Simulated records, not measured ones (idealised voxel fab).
process module | voxel gate over fins
cross-section cut | 245 nm wide | cells 5 nm
A cross-section is a grid of square cells, given in bands from the top down. A band is one or more rows of cells.
Each band's line starts with the height of the band's top and of its bottom, in nm. Then come its materials from left to right, each with its width in nm. One material with "throughout" fills the band from edge to edge. "air" is empty space.
Height 0 is the level under which the wafer as received is all one material. The lowest band goes on downwards, as in "0 down".
A width such as "30 to 40" changes by the same amount from each row of cells to the next, from the band's top row to its bottom row.
"no change" after a step means that no cell of the cross-section changed.
closed voids: empty space of 8 cells or more with no open way to the top, each as width x height at its distance from the left edge, in nm
after a step's settings: what the simulator itself notes on the step
overlay nm, on a step with a mask: how far to the right of its planned place the mask lay; to the left if negative
plan
1 op RECEIVE | material Si
2 op CONFORMAL_DEP | material SiN | thk nm 5
3 op PATTERN | tone cover | mask id FINS | material resist | width nm 15 | pitch nm 45 | thk nm 20 | overlay nm 0
4 op DIRECTIONAL_ETCH | etch materials SiN | depth nm 5
5 op DIRECTIONAL_ETCH | etch materials Si | depth nm 40
6 op STRIP | etch materials resist
7 op FILL_DEP | material SiO2 | thk nm 10
8 op CMP | height nm 5
9 op SELECTIVE_ETCH | etch materials SiO2 | depth nm 20
10 op STRIP | etch materials SiN
11 op CONFORMAL_DEP | material HfO2 | thk nm 5
12 op CONFORMAL_DEP | material TiN | thk nm 5
13 op CONFORMAL_DEP | material TiAl | thk nm 5
14 op CONFORMAL_DEP | material TiN | thk nm 5
15 op FILL_DEP | material W | thk nm 10
16 op CMP | height nm 25
17 op CONFORMAL_DEP | material SiN | thk nm 10
varied across the wafers: width nm of step 3. The plan shows the first wafer's value. All wafers start alike
first wafer as received, after step 1
  0 down: Si throughout
  closed voids: none
each wafer at the end: cells of each material gained (+) or lost (-) since it was received, then its closed voids
width nm 15 | +73 HfO2 | -296 Si | +98 SiN | +185 SiO2 | +73 TiAl | +128 TiN | +82 W | closed voids: none
width nm 20 | +73 HfO2 | -264 Si | +98 SiN | +165 SiO2 | +64 TiAl | +128 TiN | +79 W | closed voids: none
width nm 25 | +73 HfO2 | -232 Si | +98 SiN | +145 SiO2 | +55 TiAl | +128 TiN | +76 W | closed voids: none
width nm 30 | +73 HfO2 | -200 Si | +98 SiN | +125 SiO2 | +55 TiAl | +119 TiN | +73 W | closed voids: none
